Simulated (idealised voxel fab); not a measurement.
Process module under the name voxel local oxidation
FYI the section here is cut, 300 nm wide, cells are 5 nm squares.
Square cells in a grid make up a cross-section in this document, and the grid is given as bands, listed from the top down, each one or more rows of cells.
Each band's line starts with the height of the band's top and of its bottom, in nm. Then come its materials from left to right, each with its width in nm. One material with "everywhere" fills the band from edge to edge. "blank" is empty space.
Where do heights start? At 0: under that level the wafer as delivered is made of one material only. And the lowest band has no floor; it just carries on downward, as in "0..down".
Width "30 to 40": first value at the band's top row of cells, second value at its bottom row, equal change from row to row.
Step marked "no change"? Then no cell in the cross-section changed in it.
"Enclosed cavity list" lists enclosed empty spaces (at least 8 cells, no open path upward to the top), each as width x height at distance from the left edge, in nm.
It should be noted that, on the line of a given step, the content following the step's settings is a remark produced by the simulator itself with respect to that step.
"overlay nm", when on a step's line for a step with a mask, measures how far to the right of its planned place the mask lay; a negative measure means to the left.

-- Set out below are the planned steps of the process
1) RECEIVE [material Si]
2) CONFORMAL_DEP [material SiO2] [thk nm 5]
3) CONFORMAL_DEP [material SiN] [thk nm 15]
4) PATTERN [tone cover] [mask id ACTIVE] [material resist] [width nm 105] [thk nm 20] [overlay nm 0]
5) DIRECTIONAL_ETCH [etch materials SiN] [depth nm 15]
6) STRIP [etch materials resist]
7) SELECTIVE_ETCH [etch materials SiO2] [depth nm 5]
8) OXIDIZE [depth nm 10]
9) STRIP [etch materials SiN]

-- Wafer as received: cross-section following step 1
    0..down  Si everywhere
    Enclosed cavity list: none

-- Cross-section, end of module. Start: as above. Plan: as above. Execution: one mistake
    5..0  105 blank | 95 SiO2 | 100 blank
    0..-10  115 SiO2 | 75 Si | 110 SiO2
    -10..down  Si everywhere
    Enclosed cavity list: none
The mistake made against the process plan was this: step 4, actual vs plan mismatch, actual run PATTERN [tone cover] [mask id ACTIVE] [material resist] [width nm 105] [thk nm 20] [overlay nm 5]
